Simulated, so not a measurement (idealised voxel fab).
Process module, titled voxel self aligned contacts
This is section cut - it's 235 nm across, gridded in 5 nm square cells.
Throughout this document, each cross-section is represented as a grid of square cells and is presented as a sequence of bands enumerated from the top downward, where a band comprises one or more rows of cells. The band entry comprises the height of the band's top followed by the height of its bottom, expressed in nm, and subsequently the band's materials from left to right, each stated together with its width in nm. Where a single material is marked with the word "all across", that material fills the band from edge to edge. The word "air" represents empty space. Heights are reckoned from 0. Under this level, the received wafer is all of one material. The bottommost band is open-ended downward, for example "0 nm and below". A width given as "30..40" starts at the first number in the band's top row and ends at the second number in its bottom row, shifting by an equal amount at every step from row to row. "no modification" -> step changed no cross-section cell. You'll see "Enclosed cavity list" listing empty spaces that have no way open to the top, as long as they're 8 cells or more; the notation is width x height at distance, where the distance is from the left edge, and all of it is in nm. Read whatever lies past the settings on a step's line as the simulator's own remark about the step. When a step includes a mask, the "overlay nm" setting on its line states how far to the right of its planned place that mask lay, and negative values state how far to the left.
Steps planned for the process
1) RECEIVE with material Si
2) OXIDIZE with depth nm 5
3) DIRECTIONAL_DEP with material polySi, thk nm 20
4) DIRECTIONAL_DEP with material SiN, thk nm 20
5) MASKED_ETCH with tone cover, mask id GATE, width nm 30, pitch nm 70, etch materials SiN, depth nm 20, overlay nm 0
6) MASKED_ETCH with tone cover, mask id GATE, width nm 30, pitch nm 70, etch materials polySi, depth nm 20, overlay nm 0
7) CONFORMAL_DEP with material SiN, thk nm 10
8) DIRECTIONAL_ETCH with etch materials SiN, depth nm 10
9) FILL_DEP with material SiO2, thk nm 10
10) CMP with height nm 45
11) DIRECTIONAL_DEP with material aC, thk nm 10
12) PATTERN with tone open, mask id CONTACT, material resist, width nm 50, thk nm 30, overlay nm 0
13) DIRECTIONAL_ETCH with etch materials aC, depth nm 10
14) STRIP with etch materials resist
15) DIRECTIONAL_ETCH with etch materials SiO2, depth nm 50
16) STRIP with etch materials aC
17) CONFORMAL_DEP with material TiN, thk nm 5
18) FILL_DEP with material Ru, thk nm 10
19) CMP with height nm 45
20) CONFORMAL_DEP with material SiN, thk nm 5
Cross-section of the wafer at receipt, which is the condition after step 1
    0 nm and below | Si all across
    Enclosed cavity list: none
Run as planned - first of the two wafers cross-sectioned at the end of the module
    50 nm to 45 nm | SiN all across
    45 nm to 40 nm | SiO2=90; TiN=20; Ru=10; TiN=20; SiO2=95
    40 nm to 20 nm | SiO2=55; SiN=50; TiN=5; Ru=10; TiN=5; SiN=50; SiO2=60
    20 nm to 0 nm | SiO2=55; SiN=10; polySi=30; SiN=10; TiN=5; Ru=10; TiN=5; SiN=10; polySi=30; SiN=10; SiO2=60
    0 nm to -5 nm | SiO2=105; TiN=20; SiO2=110
    -5 nm and below | Si all across
    Enclosed cavity list: none
End of module, second wafer, cross-section. Started like the first, planned like the first, run with one mistake
    50 nm to 45 nm | Ru all across
    45 nm to 40 nm | SiO2=90; TiN=20; Ru=10; TiN=20; SiO2=95
    40 nm to 20 nm | SiO2=55; SiN=50; TiN=5; Ru=10; TiN=5; SiN=50; SiO2=60
    20 nm to 0 nm | SiO2=55; SiN=10; polySi=30; SiN=10; TiN=5; Ru=10; TiN=5; SiN=10; polySi=30; SiN=10; SiO2=60
    0 nm to -5 nm | SiO2=105; TiN=20; SiO2=110
    -5 nm and below | Si all across
    Enclosed cavity list: none
Processing error: contrary to plan, step 20 was performed as CONFORMAL_DEP with material Ru, thk nm 5
Wrapping up, a cell-based count of both wafers puts the second over or under the first for these materials: +47 Ru | -47 SiN
